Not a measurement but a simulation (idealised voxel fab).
Proc. module: voxel spacer lines
In the cross-section labelled cut, the width is 220 nm and each square cell is 5 nm.
Think of the cross-section as a grid of square cells. We describe it in bands, top to bottom, and each band covers one or more rows of those cells.
In this notation a band is specified by the heights of its top and bottom, in that order and in nm, after which its materials appear from left to right, each paired with its width in nm. The word "throughout" attached to a single material means that material fills the band from edge to edge; the word "empty" stands for empty space.
A quick word on heights: they are counted from 0, and under that level the wafer as it came to us is one material throughout. The lowest band is different from the rest in having no bottom; it simply continues downward, written as in "top 0, no bottom".
The notation "30->40" denotes a width that varies across the rows of cells in the band, beginning at the first number in the top row, finishing at the second number in the bottom row, and changing by an identical amount from each row to the next.
Reading "identical to before" for a step: not a cell of the cross-section changed in it.
Basically, "Unvented cavities" tells you about the enclosed voids: empty spaces with no open way to the top, 8 cells or bigger, each written width x height at distance, where distance is from the left edge, all in nm.
Whatever follows a step's settings on its line is a remark the simulator itself makes about that step.
A step line may carry the setting "overlay nm", which, for steps involving a mask, states the distance by which the mask lay to the right of its intended position; negative values denote displacement to the left.
-- This section lists the process steps that were planned
1,RECEIVE with material Si
2,CONFORMAL_DEP with material Al2O3, thk nm 5
3,DIRECTIONAL_DEP with material polySi, thk nm 10
4,DIRECTIONAL_DEP with material aC, thk nm 25
5,PATTERN with tone cover, mask id MANDREL, material resist, width nm 25, pitch nm 80, thk nm 35, overlay nm 0
6,DIRECTIONAL_ETCH with etch materials aC, depth nm 25
7,STRIP with etch materials resist
8,CONFORMAL_DEP with material SiN, thk nm 15
9,DIRECTIONAL_ETCH with etch materials SiN, depth nm 15
10,STRIP with etch materials aC
11,DIRECTIONAL_ETCH with etch materials polySi, depth nm 10
12,STRIP with etch materials SiN
-- Below: the first of two wafers, run as planned
-- As-received state of the wafer in cross-section, equivalent to post-step 1
- top 0, no bottom | Si throughout
- Unvented cavities: none
-- Presented here is a cross-section of the wafer after step 2 has been performed
- top 5, bottom 0 | Al2O3 throughout
- Whatever lies below 0 is exactly as it was before.
-- Presented here is a cross-section of the wafer after step 3 has been performed
- top 15, bottom 5 | polySi throughout
- Whatever lies below 5 is exactly as it was before.
-- Presented here is a cross-section of the wafer after step 4 has been performed
- top 40, bottom 15 | aC throughout
- Whatever lies below 15 is exactly as it was before.
-- Presented here is a cross-section of the wafer after step 5 has been performed
- top 75, bottom 40 | empty 15 nm / resist 25 nm / empty 55 nm / resist 25 nm / empty 55 nm / resist 25 nm / empty 20 nm
- Whatever lies below 40 is exactly as it was before.
-- Presented here is a cross-section of the wafer after step 6 has been performed
- top 50, bottom 40 | empty 15 nm / resist 25 nm / empty 55 nm / resist 25 nm / empty 55 nm / resist 25 nm / empty 20 nm
- top 40, bottom 15 | empty 15 nm / aC 25 nm / empty 55 nm / aC 25 nm / empty 55 nm / aC 25 nm / empty 20 nm
- Whatever lies below 15 is exactly as it was before.
-- Presented here is a cross-section of the wafer after step 7 has been performed
- top 40, bottom 15 | empty 15 nm / aC 25 nm / empty 55 nm / aC 25 nm / empty 55 nm / aC 25 nm / empty 20 nm
- Whatever lies below 15 is exactly as it was before.
-- Presented here is a cross-section of the wafer after step 8 has been performed
- top 55, bottom 40 | SiN 55 nm / empty 25 nm / SiN 55 nm / empty 25 nm / SiN 55 nm / empty 5 nm
- top 40, bottom 30 | SiN 15 nm / aC 25 nm / SiN 15 nm / empty 25 nm / SiN 15 nm / aC 25 nm / SiN 15 nm / empty 25 nm / SiN 15 nm / aC 25 nm / SiN 15 nm / empty 5 nm
- top 30, bottom 15 | SiN 15 nm / aC 25 nm / SiN 55 nm / aC 25 nm / SiN 55 nm / aC 25 nm / SiN 20 nm
- Whatever lies below 15 is exactly as it was before.
-- Presented here is a cross-section of the wafer after step 9 has been performed
- top 40, bottom 15 | SiN 15 nm / aC 25 nm / SiN 15 nm / empty 25 nm / SiN 15 nm / aC 25 nm / SiN 15 nm / empty 25 nm / SiN 15 nm / aC 25 nm / SiN 15 nm / empty 5 nm
- Whatever lies below 15 is exactly as it was before.
-- Presented here is a cross-section of the wafer after step 10 has been performed
- top 40, bottom 15 | SiN 15 nm / empty 25 nm / SiN 15 nm / empty 25 nm / SiN 15 nm / empty 25 nm / SiN 15 nm / empty 25 nm / SiN 15 nm / empty 25 nm / SiN 15 nm / empty 5 nm
- Whatever lies below 15 is exactly as it was before.
-- Presented here is a cross-section of the wafer after step 11 has been performed
- top 40, bottom 15 | SiN 15 nm / empty 25 nm / SiN 15 nm / empty 25 nm / SiN 15 nm / empty 25 nm / SiN 15 nm / empty 25 nm / SiN 15 nm / empty 25 nm / SiN 15 nm / empty 5 nm
- top 15, bottom 5 | polySi 15 nm / empty 25 nm / polySi 15 nm / empty 25 nm / polySi 15 nm / empty 25 nm / polySi 15 nm / empty 25 nm / polySi 15 nm / empty 25 nm / polySi 15 nm / empty 5 nm
- Whatever lies below 5 is exactly as it was before.
-- Presented here is a cross-section of the wafer after step 12 has been performed
- top 15, bottom 5 | polySi 15 nm / empty 25 nm / polySi 15 nm / empty 25 nm / polySi 15 nm / empty 25 nm / polySi 15 nm / empty 25 nm / polySi 15 nm / empty 25 nm / polySi 15 nm / empty 5 nm
- Whatever lies below 5 is exactly as it was before.
-- The remaining wafer, second of the two, started like the first and was run to the same plan, except that one mistake was made along the way; the two coincide through step 5, inclusive
-- Second wafer, cut view, end of step 6 per plan
- top 25, bottom 15 | empty 15 nm / aC 25 nm / empty 55 nm / aC 25 nm / empty 55 nm / aC 25 nm / empty 20 nm
- Whatever lies below 15 is exactly as it was before.
Second wafer, cut view, end of step 7 per plan: identical to before
-- Second wafer, cut view, end of step 8 per plan
- top 40, bottom 30 | SiN 55 nm / empty 25 nm / SiN 55 nm / empty 25 nm / SiN 55 nm / empty 5 nm
- top 30, bottom 25 | SiN throughout
- top 25, bottom 15 | SiN 15 nm / aC 25 nm / SiN 55 nm / aC 25 nm / SiN 55 nm / aC 25 nm / SiN 20 nm
- Whatever lies below 15 is exactly as it was before.
-- Second wafer, cut view, end of step 9 per plan
- top 25, bottom 15 | SiN 15 nm / aC 25 nm / SiN 15 nm / empty 25 nm / SiN 15 nm / aC 25 nm / SiN 15 nm / empty 25 nm / SiN 15 nm / aC 25 nm / SiN 15 nm / empty 5 nm
- Whatever lies below 15 is exactly as it was before.
-- Second wafer, cut view, end of step 10 per plan
- top 25, bottom 15 | SiN 15 nm / empty 25 nm / SiN 15 nm / empty 25 nm / SiN 15 nm / empty 25 nm / SiN 15 nm / empty 25 nm / SiN 15 nm / empty 25 nm / SiN 15 nm / empty 5 nm
- Whatever lies below 15 is exactly as it was before.
-- Second wafer, cut view, end of step 11 per plan
- top 25, bottom 15 | SiN 15 nm / empty 25 nm / SiN 15 nm / empty 25 nm / SiN 15 nm / empty 25 nm / SiN 15 nm / empty 25 nm / SiN 15 nm / empty 25 nm / SiN 15 nm / empty 5 nm
- top 15, bottom 5 | polySi 15 nm / empty 25 nm / polySi 15 nm / empty 25 nm / polySi 15 nm / empty 25 nm / polySi 15 nm / empty 25 nm / polySi 15 nm / empty 25 nm / polySi 15 nm / empty 5 nm
- Whatever lies below 5 is exactly as it was before.
-- Second wafer, cut view, end of step 12 per plan
- top 15, bottom 5 | polySi 15 nm / empty 25 nm / polySi 15 nm / empty 25 nm / polySi 15 nm / empty 25 nm / polySi 15 nm / empty 25 nm / polySi 15 nm / empty 25 nm / polySi 15 nm / empty 5 nm
- Whatever lies below 5 is exactly as it was before.
Run error: step 6 of the plan was twice carried out
The final cross-section is the same for the two wafers, so this model computes the same thing whether or not the mistake was made.
